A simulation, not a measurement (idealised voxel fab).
The document below concerns the process module designated voxel transistor to metal.
205 nm wide, 5 nm square cells: that's cross-section cut.
Bands, listed from the top down, are how a cross-section gets written in this document; the cross-section itself is a grid of square cells, and a band is one or more rows of them.
Heights first: top, then bottom, in nm. Then materials, left to right, each with a width in nm. "all across" on a single material: fills the band edge to edge. "air": empty space.
Where do heights start? At 0: under that level the wafer as delivered is made of one material only. And the lowest band has no floor; it just carries on downward, as in "top 0, no bottom".
The two numbers in a width such as "30..40" mark its ends across the band: the first belongs to the top row of cells, the second to the bottom row, and from each row to the next the width moves by the same amount.
The designation "nothing got changed", where it is given for a processing step, indicates that no cell of the cross-section was altered in the course of that step.
Under "Voids lacking openings" you'll find the enclosed gaps, the ones with no way out to the top, that are 8 cells or bigger; each reads width x height at distance, with distance counted from the left edge, everything in nm.
Step line, after settings: the simulator's comment on this step.
overlay nm: step with mask; distance mask lay right of planned place; negative value = left of planned place.

-- Steps in the process plan
1 RECEIVE, material Si
2 CONFORMAL_DEP, material SiO2, thk nm 5
3 CONFORMAL_DEP, material SiN, thk nm 15
4 DIRECTIONAL_DEP, material aC, thk nm 15
5 PATTERN, tone cover, mask id ACTIVE, material resist, width nm 105, thk nm 30, overlay nm 0
6 DIRECTIONAL_ETCH, etch materials aC, depth nm 15
7 STRIP, etch materials resist
8 DIRECTIONAL_ETCH, etch materials SiN, depth nm 15
9 DIRECTIONAL_ETCH, etch materials SiO2, depth nm 5
10 DIRECTIONAL_ETCH, etch materials Si, depth nm 35
11 STRIP, etch materials aC
12 FILL_DEP, material SiO2, thk nm 15
13 CMP, height nm 20
14 SELECTIVE_ETCH, etch materials SiO2, depth nm 15
15 STRIP, etch materials SiN
16 SELECTIVE_ETCH, etch materials SiO2, depth nm 5
17 OXIDIZE, depth nm 5
18 DIRECTIONAL_DEP, material polySi, thk nm 20
19 DIRECTIONAL_DEP, material SiCN, thk nm 10
20 MASKED_ETCH, tone cover, mask id GATE, width nm 25, etch materials SiCN, depth nm 20, overlay nm 0
21 MASKED_ETCH, tone cover, mask id GATE, width nm 25, etch materials polySi, depth nm 30, overlay nm 0
22 CONFORMAL_DEP, material SiO2, thk nm 5
23 DIRECTIONAL_ETCH, etch materials SiO2, depth nm 5
24 CONFORMAL_DEP, material SiN, thk nm 10
25 DIRECTIONAL_ETCH, etch materials SiN, depth nm 10
26 DIRECTIONAL_ETCH, etch materials SiO2, depth nm 5
27 DIRECTIONAL_ETCH, etch materials Si, depth nm 15
28 EPI, material nSi, thk nm 15
29 FILL_DEP, material SiO2, thk nm 5
30 CMP, height nm 30
31 DIRECTIONAL_DEP, material SiO2, thk nm 15
32 PATTERN, tone open, mask id CONTACT, material resist, width nm 25, pitch nm 60, thk nm 20, overlay nm 0
33 DIRECTIONAL_ETCH, etch materials SiO2, depth nm 35
34 STRIP, etch materials resist
35 CONFORMAL_DEP, material TiN, thk nm 5
36 FILL_DEP, material Ru, thk nm 5
37 CMP, height nm 45
38 DIRECTIONAL_DEP, material TiN, thk nm 5
39 DIRECTIONAL_DEP, material Ru, thk nm 20
40 PATTERN, tone cover, mask id METAL_1, material resist, width nm 15, pitch nm 70, thk nm 20, overlay nm 0
41 DIRECTIONAL_ETCH, etch materials Ru, depth nm 20
42 DIRECTIONAL_ETCH, etch materials TiN, depth nm 5
43 STRIP, etch materials resist
44 CONFORMAL_DEP, material SiN, thk nm 5
45 FILL_DEP, material SiO2, thk nm 5
46 CMP, height nm 70
47 CONFORMAL_DEP, material SiN, thk nm 5

-- First of two wafers: run as planned

-- as received, after step 1
* top 0, no bottom  Si all across
* Voids lacking openings: none

-- Cross-section: wafer state after step 2
* top 5, bottom 0  SiO2 all across
* Lower than 0, everything is as it was.

-- Cross-section: wafer state after step 3
* top 20, bottom 5  SiN all across
* Lower than 5, everything is as it was.

-- Cross-section: wafer state after step 4
* top 35, bottom 20  aC all across
* Lower than 20, everything is as it was.

-- Cross-section: wafer state after step 5
* top 65, bottom 35  air (50); resist (105); air (50)
* Lower than 35, everything is as it was.

-- Cross-section: wafer state after step 6
* top 50, bottom 35  air (50); resist (105); air (50)
* top 35, bottom 20  air (50); aC (105); air (50)
* Lower than 20, everything is as it was.

-- Cross-section: wafer state after step 7
* top 35, bottom 20  air (50); aC (105); air (50)
* Lower than 20, everything is as it was.

-- Cross-section: wafer state after step 8
* top 35, bottom 20  air (50); aC (105); air (50)
* top 20, bottom 5  air (50); SiN (105); air (50)
* Lower than 5, everything is as it was.

-- Cross-section: wafer state after step 9
* top 35, bottom 20  air (50); aC (105); air (50)
* top 20, bottom 5  air (50); SiN (105); air (50)
* top 5, bottom 0  air (50); SiO2 (105); air (50)
* Lower than 0, everything is as it was.

-- Cross-section: wafer state after step 10
* top 35, bottom 20  air (50); aC (105); air (50)
* top 20, bottom 5  air (50); SiN (105); air (50)
* top 5, bottom 0  air (50); SiO2 (105); air (50)
* top 0, bottom -35  air (50); Si (105); air (50)
* Lower than -35, everything is as it was.

-- Cross-section: wafer state after step 11
* top 20, bottom 5  air (50); SiN (105); air (50)
* Lower than 5, everything is as it was.

-- Cross-section: wafer state after step 12
* top 35, bottom 20  SiO2 all across
* top 20, bottom 5  SiO2 (50); SiN (105); SiO2 (50)
* top 5, bottom 0  SiO2 all across
* top 0, bottom -35  SiO2 (50); Si (105); SiO2 (50)
* Lower than -35, everything is as it was.

-- Cross-section: wafer state after step 13
* top 20, bottom 5  SiO2 (50); SiN (105); SiO2 (50)
* Lower than 5, everything is as it was.

-- Cross-section: wafer state after step 14
* top 20, bottom 5  air (50); SiN (105); air (50)
* Lower than 5, everything is as it was.

-- Cross-section: wafer state after step 15
* top 5, bottom 0  SiO2 all across
* Lower than 0, everything is as it was.

-- Cross-section: wafer state after step 16
* top 0, bottom -35  SiO2 (50); Si (105); SiO2 (50)
* Lower than -35, everything is as it was.

-- Cross-section: wafer state after step 17
* top 0, bottom -5  SiO2 all across
* Lower than -5, everything is as it was.

-- Cross-section: wafer state after step 18
* top 20, bottom 0  polySi all across
* Lower than 0, everything is as it was.

-- Cross-section: wafer state after step 19
* top 30, bottom 20  SiCN all across
* Lower than 20, everything is as it was.

-- Cross-section: wafer state after step 20
* top 30, bottom 20  air (90); SiCN (25); air (90)
* Lower than 20, everything is as it was.

-- Cross-section: wafer state after step 21
* top 30, bottom 20  air (90); SiCN (25); air (90)
* top 20, bottom 0  air (90); polySi (25); air (90)
* Lower than 0, everything is as it was.

-- Cross-section: wafer state after step 22
* top 35, bottom 30  air (85); SiO2 (35); air (85)
* top 30, bottom 20  air (85); SiO2 (5); SiCN (25); SiO2 (5); air (85)
* top 20, bottom 5  air (85); SiO2 (5); polySi (25); SiO2 (5); air (85)
* top 5, bottom 0  SiO2 (90); polySi (25); SiO2 (90)
* Lower than 0, everything is as it was.

-- Cross-section: wafer state after step 23
* top 30, bottom 20  air (85); SiO2 (5); SiCN (25); SiO2 (5); air (85)
* top 20, bottom 0  air (85); SiO2 (5); polySi (25); SiO2 (5); air (85)
* Lower than 0, everything is as it was.

-- Cross-section: wafer state after step 24
* top 40, bottom 30  air (75); SiN (55); air (75)
* top 30, bottom 20  air (75); SiN (10); SiO2 (5); SiCN (25); SiO2 (5); SiN (10); air (75)
* top 20, bottom 10  air (75); SiN (10); SiO2 (5); polySi (25); SiO2 (5); SiN (10); air (75)
* top 10, bottom 0  SiN (85); SiO2 (5); polySi (25); SiO2 (5); SiN (85)
* Lower than 0, everything is as it was.

-- Cross-section: wafer state after step 25
* top 30, bottom 20  air (75); SiN (10); SiO2 (5); SiCN (25); SiO2 (5); SiN (10); air (75)
* top 20, bottom 0  air (75); SiN (10); SiO2 (5); polySi (25); SiO2 (5); SiN (10); air (75)
* Lower than 0, everything is as it was.

-- Cross-section: wafer state after step 26
* top 30, bottom 25  air (75); SiN (10); air (5); SiCN (25); air (5); SiN (10); air (75)
* top 25, bottom 20  air (75); SiN (10); SiO2 (5); SiCN (25); SiO2 (5); SiN (10); air (75)
* top 20, bottom 0  air (75); SiN (10); SiO2 (5); polySi (25); SiO2 (5); SiN (10); air (75)
* top 0, bottom -5  air (75); SiO2 (55); air (75)
* Lower than -5, everything is as it was.

-- Cross-section: wafer state after step 27
* top 30, bottom 25  air (75); SiN (10); air (5); SiCN (25); air (5); SiN (10); air (75)
* top 25, bottom 20  air (75); SiN (10); SiO2 (5); SiCN (25); SiO2 (5); SiN (10); air (75)
* top 20, bottom 0  air (75); SiN (10); SiO2 (5); polySi (25); SiO2 (5); SiN (10); air (75)
* top 0, bottom -5  air (75); SiO2 (55); air (75)
* top -5, bottom -20  SiO2 (50); air (25); Si (55); air (25); SiO2 (50)
* Lower than -20, everything is as it was.

-- Cross-section: wafer state after step 28
* top 30, bottom 25  air (75); SiN (10); air (5); SiCN (25); air (5); SiN (10); air (75)
* top 25, bottom 20  air (75); SiN (10); SiO2 (5); SiCN (25); SiO2 (5); SiN (10); air (75)
* top 20, bottom 10  air (75); SiN (10); SiO2 (5); polySi (25); SiO2 (5); SiN (10); air (75)
* top 10, bottom 0  air (60); nSi (15); SiN (10); SiO2 (5); polySi (25); SiO2 (5); SiN (10); nSi (15); air (60)
* top 0, bottom -5  air (60); nSi (15); SiO2 (55); nSi (15); air (60)
* top -5, bottom -20  SiO2 (50); nSi (25); Si (55); nSi (25); SiO2 (50)
* Lower than -20, everything is as it was.

-- Cross-section: wafer state after step 29
* top 35, bottom 30  SiO2 all across
* top 30, bottom 20  SiO2 (75); SiN (10); SiO2 (5); SiCN (25); SiO2 (5); SiN (10); SiO2 (75)
* top 20, bottom 10  SiO2 (75); SiN (10); SiO2 (5); polySi (25); SiO2 (5); SiN (10); SiO2 (75)
* top 10, bottom 0  SiO2 (60); nSi (15); SiN (10); SiO2 (5); polySi (25); SiO2 (5); SiN (10); nSi (15); SiO2 (60)
* top 0, bottom -5  SiO2 (60); nSi (15); SiO2 (55); nSi (15); SiO2 (60)
* Lower than -5, everything is as it was.

-- Cross-section: wafer state after step 30
* top 30, bottom 20  SiO2 (75); SiN (10); SiO2 (5); SiCN (25); SiO2 (5); SiN (10); SiO2 (75)
* Lower than 20, everything is as it was.

-- Cross-section: wafer state after step 31
* top 45, bottom 30  SiO2 all across
* Lower than 30, everything is as it was.

-- Cross-section: wafer state after step 32
* top 65, bottom 45  resist (60); air (25); resist (35); air (25); resist (60)
* Lower than 45, everything is as it was.

-- Cross-section: wafer state after step 33
* top 65, bottom 45  resist (60); air (25); resist (35); air (25); resist (60)
* top 45, bottom 30  SiO2 (60); air (25); SiO2 (35); air (25); SiO2 (60)
* top 30, bottom 20  SiO2 (60); air (15); SiN (10); SiO2 (5); SiCN (25); SiO2 (5); SiN (10); air (15); SiO2 (60)
* top 20, bottom 10  SiO2 (60); air (15); SiN (10); SiO2 (5); polySi (25); SiO2 (5); SiN (10); air (15); SiO2 (60)
* Lower than 10, everything is as it was.

-- Cross-section: wafer state after step 34
* top 45, bottom 30  SiO2 (60); air (25); SiO2 (35); air (25); SiO2 (60)
* Lower than 30, everything is as it was.

-- Cross-section: wafer state after step 35
* top 50, bottom 45  TiN (65); air (15); TiN (45); air (15); TiN (65)
* top 45, bottom 35  SiO2 (60); TiN (5); air (15); TiN (5); SiO2 (35); TiN (5); air (15); TiN (5); SiO2 (60)
* top 35, bottom 30  SiO2 (60); TiN (5); air (5); TiN (15); SiO2 (35); TiN (15); air (5); TiN (5); SiO2 (60)
* top 30, bottom 20  SiO2 (60); TiN (5); air (5); TiN (5); SiN (10); SiO2 (5); SiCN (25); SiO2 (5); SiN (10); TiN (5); air (5); TiN (5); SiO2 (60)
* top 20, bottom 15  SiO2 (60); TiN (5); air (5); TiN (5); SiN (10); SiO2 (5); polySi (25); SiO2 (5); SiN (10); TiN (5); air (5); TiN (5); SiO2 (60)
* top 15, bottom 10  SiO2 (60); TiN (15); SiN (10); SiO2 (5); polySi (25); SiO2 (5); SiN (10); TiN (15); SiO2 (60)
* Lower than 10, everything is as it was.

-- Cross-section: wafer state after step 36
* top 55, bottom 50  Ru all across
* top 50, bottom 45  TiN (65); Ru (15); TiN (45); Ru (15); TiN (65)
* top 45, bottom 35  SiO2 (60); TiN (5); Ru (15); TiN (5); SiO2 (35); TiN (5); Ru (15); TiN (5); SiO2 (60)
* top 35, bottom 30  SiO2 (60); TiN (5); Ru (5); TiN (15); SiO2 (35); TiN (15); Ru (5); TiN (5); SiO2 (60)
* top 30, bottom 20  SiO2 (60); TiN (5); Ru (5); TiN (5); SiN (10); SiO2 (5); SiCN (25); SiO2 (5); SiN (10); TiN (5); Ru (5); TiN (5); SiO2 (60)
* top 20, bottom 15  SiO2 (60); TiN (5); Ru (5); TiN (5); SiN (10); SiO2 (5); polySi (25); SiO2 (5); SiN (10); TiN (5); Ru (5); TiN (5); SiO2 (60)
* Lower than 15, everything is as it was.

-- Cross-section: wafer state after step 37
* top 45, bottom 35  SiO2 (60); TiN (5); Ru (15); TiN (5); SiO2 (35); TiN (5); Ru (15); TiN (5); SiO2 (60)
* Lower than 35, everything is as it was.

-- Cross-section: wafer state after step 38
* top 50, bottom 45  TiN all across
* Lower than 45, everything is as it was.

-- Cross-section: wafer state after step 39
* top 70, bottom 50  Ru all across
* Lower than 50, everything is as it was.

-- Cross-section: wafer state after step 40
* top 90, bottom 70  air (60); resist (15); air (55); resist (15); air (60)
* Lower than 70, everything is as it was.

-- Cross-section: wafer state after step 41
* top 90, bottom 70  air (60); resist (15); air (55); resist (15); air (60)
* top 70, bottom 50  air (60); Ru (15); air (55); Ru (15); air (60)
* Lower than 50, everything is as it was.

-- Cross-section: wafer state after step 42
* top 90, bottom 70  air (60); resist (15); air (55); resist (15); air (60)
* top 70, bottom 50  air (60); Ru (15); air (55); Ru (15); air (60)
* top 50, bottom 45  air (60); TiN (15); air (55); TiN (15); air (60)
* Lower than 45, everything is as it was.

-- Cross-section: wafer state after step 43
* top 70, bottom 50  air (60); Ru (15); air (55); Ru (15); air (60)
* Lower than 50, everything is as it was.

-- Cross-section: wafer state after step 44
* top 75, bottom 70  air (55); SiN (25); air (45); SiN (25); air (55)
* top 70, bottom 50  air (55); SiN (5); Ru (15); SiN (5); air (45); SiN (5); Ru (15); SiN (5); air (55)
* top 50, bottom 45  SiN (60); TiN (15); SiN (55); TiN (15); SiN (60)
* Lower than 45, everything is as it was.

-- Cross-section: wafer state after step 45
* top 80, bottom 75  SiO2 all across
* top 75, bottom 70  SiO2 (55); SiN (25); SiO2 (45); SiN (25); SiO2 (55)
* top 70, bottom 50  SiO2 (55); SiN (5); Ru (15); SiN (5); SiO2 (45); SiN (5); Ru (15); SiN (5); SiO2 (55)
* Lower than 50, everything is as it was.

-- Cross-section: wafer state after step 46
* top 70, bottom 50  SiO2 (55); SiN (5); Ru (15); SiN (5); SiO2 (45); SiN (5); Ru (15); SiN (5); SiO2 (55)
* Lower than 50, everything is as it was.

-- Cross-section: wafer state after step 47
* top 75, bottom 70  SiN all across
* Lower than 70, everything is as it was.

-- Second wafer, same starting conditions and recipe as the first, one mistake in executing it, nothing differs from the first up to and including step 39

-- Planned end of step 40: second wafer, cross-section
* top 90, bottom 70  resist (60); air (15); resist (55); air (15); resist (60)
* Lower than 70, everything is as it was.

-- Planned end of step 41: second wafer, cross-section
* top 90, bottom 70  resist (60); air (15); resist (55); air (15); resist (60)
* top 70, bottom 50  Ru (60); air (15); Ru (55); air (15); Ru (60)
* Lower than 50, everything is as it was.

-- Planned end of step 42: second wafer, cross-section
* top 90, bottom 70  resist (60); air (15); resist (55); air (15); resist (60)
* top 70, bottom 50  Ru (60); air (15); Ru (55); air (15); Ru (60)
* top 50, bottom 45  TiN (60); air (15); TiN (55); air (15); TiN (60)
* Lower than 45, everything is as it was.

-- Planned end of step 43: second wafer, cross-section
* top 70, bottom 50  Ru (60); air (15); Ru (55); air (15); Ru (60)
* Lower than 50, everything is as it was.

-- Planned end of step 44: second wafer, cross-section
* top 75, bottom 70  SiN (65); air (5); SiN (65); air (5); SiN (65)
* top 70, bottom 50  Ru (60); SiN (5); air (5); SiN (5); Ru (55); SiN (5); air (5); SiN (5); Ru (60)
* top 50, bottom 45  TiN (60); SiN (15); TiN (55); SiN (15); TiN (60)
* Lower than 45, everything is as it was.

-- Planned end of step 45: second wafer, cross-section
* top 80, bottom 75  SiO2 all across
* top 75, bottom 70  SiN (65); SiO2 (5); SiN (65); SiO2 (5); SiN (65)
* top 70, bottom 50  Ru (60); SiN (5); SiO2 (5); SiN (5); Ru (55); SiN (5); SiO2 (5); SiN (5); Ru (60)
* Lower than 50, everything is as it was.

-- Planned end of step 46: second wafer, cross-section
* top 70, bottom 50  Ru (60); SiN (5); SiO2 (5); SiN (5); Ru (55); SiN (5); SiO2 (5); SiN (5); Ru (60)
* Lower than 50, everything is as it was.

-- Planned end of step 47: second wafer, cross-section
* top 75, bottom 70  SiN all across
* Lower than 70, everything is as it was.
What went wrong in running the wafer? the process deviated at step 40: the operation and settings actually run there were PATTERN, tone open, mask id METAL_1, material resist, width nm 15, pitch nm 70, thk nm 20, overlay nm 0
Upon completion, the second wafer contains, in terms of cells, a greater or smaller amount of certain materials than the first wafer: Ru: 116 more | SiN: 29 fewer | SiO2: 116 fewer | TiN: 29 more
